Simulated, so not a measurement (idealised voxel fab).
The process module that follows is named voxel transistor to metal.
Section shown: cut. Width: 185 nm. Cell size: 5 nm, square.
Square cells in a grid make up a cross-section in this document, and the grid is given as bands, listed from the top down, each one or more rows of cells. Within each band entry, the heights of the top and of the bottom of the band appear first, in that order and in nm; the materials of the band then follow from left to right, each with its corresponding width in nm. The designation "all across" on a single material indicates that it fills the band from edge to edge; the designation "air" indicates empty space. Ref level 0: as-received wafer is one material below here. Bottom band extends down with no lower bound ("z 0 and below"). The notation "30 to 40" denotes a width that varies across the rows of cells in the band, beginning at the first number in the top row, finishing at the second number in the bottom row, and changing by an identical amount from each row to the next. Step marked "remained unchanged"? Then no cell in the cross-section changed in it. "Sealed void inventory" - sealed voids, min. 8 cells, no opening to top; format: width x height at distance (distance from left edge; nm throughout). Post-settings text on a step line: simulator's own remark regarding the step. "overlay nm" answers the question of how far to the right of plan the mask lay on a step that has a mask, and when it is negative the answer is to the left.

**Set out below are the planned steps of the process**
step 1: RECEIVE: material Si
step 2: CONFORMAL_DEP: material SiO2, thk nm 5
step 3: CONFORMAL_DEP: material SiN, thk nm 15
step 4: DIRECTIONAL_DEP: material aC, thk nm 15
step 5: PATTERN: tone cover, mask id ACTIVE, material resist, width nm 95, thk nm 30, overlay nm 0
step 6: DIRECTIONAL_ETCH: etch materials aC, depth nm 15
step 7: STRIP: etch materials resist
step 8: DIRECTIONAL_ETCH: etch materials SiN, depth nm 15
step 9: DIRECTIONAL_ETCH: etch materials SiO2, depth nm 5
step 10: DIRECTIONAL_ETCH: etch materials Si, depth nm 35
step 11: STRIP: etch materials aC
step 12: OXIDIZE: depth nm 5
step 13: FILL_DEP: material SiO2, thk nm 10
step 14: CMP: height nm 20
step 15: SELECTIVE_ETCH: etch materials SiO2, depth nm 15
step 16: STRIP: etch materials SiN
step 17: SELECTIVE_ETCH: etch materials SiO2, depth nm 5
step 18: OXIDIZE: depth nm 5
step 19: DIRECTIONAL_DEP: material polySi, thk nm 20
step 20: DIRECTIONAL_DEP: material SiCN, thk nm 10
step 21: MASKED_ETCH: tone cover, mask id GATE, width nm 25, etch materials SiCN, depth nm 20, overlay nm 0
step 22: MASKED_ETCH: tone cover, mask id GATE, width nm 25, etch materials polySi, depth nm 30, overlay nm 0
step 23: CONFORMAL_DEP: material SiN, thk nm 5
step 24: DIRECTIONAL_ETCH: etch materials SiN, depth nm 5
step 25: DIRECTIONAL_ETCH: etch materials SiO2, depth nm 5
step 26: DIRECTIONAL_ETCH: etch materials Si, depth nm 10
step 27: EPI: material SiGe, thk nm 10
step 28: FILL_DEP: material SiO2, thk nm 10
step 29: CMP: height nm 20
step 30: STRIP: etch materials polySi
step 31: SELECTIVE_ETCH: etch materials SiO2, depth nm 5
step 32: CONFORMAL_DEP: material HfO2, thk nm 5
step 33: CONFORMAL_DEP: material TiN, thk nm 5
step 34: FILL_DEP: material W, thk nm 10
step 35: CMP: height nm 15
step 36: DIRECTIONAL_DEP: material SiO2, thk nm 15
step 37: DIRECTIONAL_DEP: material aC, thk nm 15
step 38: PATTERN: tone open, mask id CONTACT, material resist, width nm 15, pitch nm 70, thk nm 35, overlay nm 0
step 39: DIRECTIONAL_ETCH: etch materials aC, depth nm 15
step 40: STRIP: etch materials resist
step 41: DIRECTIONAL_ETCH: etch materials SiO2, depth nm 35
step 42: STRIP: etch materials aC
step 43: CONFORMAL_DEP: material TiN, thk nm 5
step 44: FILL_DEP: material W, thk nm 10
step 45: CMP: height nm 30
step 46: DIRECTIONAL_DEP: material TiN, thk nm 5
step 47: DIRECTIONAL_DEP: material W, thk nm 25
step 48: MASKED_ETCH: tone cover, mask id METAL_1, width nm 15, pitch nm 70, etch materials W, depth nm 25, overlay nm 0
step 49: MASKED_ETCH: tone cover, mask id METAL_1, width nm 15, pitch nm 70, etch materials TiN, depth nm 5, overlay nm 0
step 50: CONFORMAL_DEP: material SiN, thk nm 5
step 51: FILL_DEP: material SiO2, thk nm 10
step 52: CMP: height nm 60
step 53: CONFORMAL_DEP: material SiCN, thk nm 5

**Delivered wafer in cross-section: state after step 1**
	z 0 and below | Si all across
	Sealed void inventory: none

**Cross-section taken at module completion on the first of two wafers; processed per the plan**
	z 65 to 60 | SiCN all across
	z 60 to 35 | SiO2 45 nm, SiN 5 nm, W 15 nm, SiN 5 nm, SiO2 45 nm, SiN 5 nm, W 15 nm, SiN 5 nm, SiO2 45 nm
	z 35 to 30 | SiN 50 nm, TiN 15 nm, SiN 55 nm, TiN 15 nm, SiN 50 nm
	z 30 to 15 | SiO2 50 nm, TiN 5 nm, W 5 nm, TiN 5 nm, SiO2 55 nm, TiN 5 nm, W 5 nm, TiN 5 nm, SiO2 50 nm
	z 15 to 5 | SiO2 50 nm, TiN 5 nm, W 5 nm, TiN 5 nm, SiO2 10 nm, SiN 5 nm, HfO2 5 nm, TiN 5 nm, W 5 nm, TiN 5 nm, HfO2 5 nm, SiN 5 nm, SiO2 10 nm, TiN 5 nm, W 5 nm, TiN 5 nm, SiO2 50 nm
	z 5 to 0 | SiO2 50 nm, TiN 5 nm, W 5 nm, TiN 5 nm, SiGe 10 nm, SiN 5 nm, HfO2 5 nm, TiN 15 nm, HfO2 5 nm, SiN 5 nm, SiGe 10 nm, TiN 5 nm, W 5 nm, TiN 5 nm, SiO2 50 nm
	z 0 to -5 | SiO2 50 nm, TiN 15 nm, SiGe 10 nm, HfO2 35 nm, SiGe 10 nm, TiN 15 nm, SiO2 50 nm
	z -5 to -15 | SiO2 50 nm, SiGe 25 nm, Si 35 nm, SiGe 25 nm, SiO2 50 nm
	z -15 to -40 | SiO2 50 nm, Si 85 nm, SiO2 50 nm
	z -40 and below | Si all across
	Sealed void inventory: none

**End of module, second wafer, cross-section. Started like the first, planned like the first, run with one mistake**
	z 65 to 60 | SiCN all across
	z 60 to 35 | SiO2 45 nm, SiN 5 nm, W 15 nm, SiN 5 nm, SiO2 45 nm, SiN 5 nm, W 15 nm, SiN 5 nm, SiO2 45 nm
	z 35 to 30 | SiN 50 nm, TiN 15 nm, SiN 55 nm, TiN 15 nm, SiN 50 nm
	z 30 to 15 | SiO2 50 nm, TiN 5 nm, W 5 nm, TiN 5 nm, SiO2 55 nm, TiN 5 nm, W 5 nm, TiN 5 nm, SiO2 50 nm
	z 15 to 5 | SiO2 50 nm, TiN 5 nm, W 5 nm, TiN 5 nm, SiO2 10 nm, SiN 5 nm, SiO2 5 nm, TiN 5 nm, W 5 nm, TiN 5 nm, SiO2 5 nm, SiN 5 nm, SiO2 10 nm, TiN 5 nm, W 5 nm, TiN 5 nm, SiO2 50 nm
	z 5 to 0 | SiO2 50 nm, TiN 5 nm, W 5 nm, TiN 5 nm, SiGe 10 nm, SiN 5 nm, SiO2 5 nm, TiN 15 nm, SiO2 5 nm, SiN 5 nm, SiGe 10 nm, TiN 5 nm, W 5 nm, TiN 5 nm, SiO2 50 nm
	z 0 to -5 | SiO2 50 nm, TiN 15 nm, SiGe 10 nm, SiO2 35 nm, SiGe 10 nm, TiN 15 nm, SiO2 50 nm
	z -5 to -15 | SiO2 50 nm, SiGe 25 nm, Si 35 nm, SiGe 25 nm, SiO2 50 nm
	z -15 to -40 | SiO2 50 nm, Si 85 nm, SiO2 50 nm
	z -40 and below | Si all across
	Sealed void inventory: none
Want to know what went wrong? it should be noted that step 32 was executed with settings other than those planned, the operation and settings actually applied being CONFORMAL_DEP: material SiO2, thk nm 5
Bottom line after processing is that, in cells, the second wafer is up or down on some materials versus the first: 13 fewer of HfO2 | 13 more of SiO2
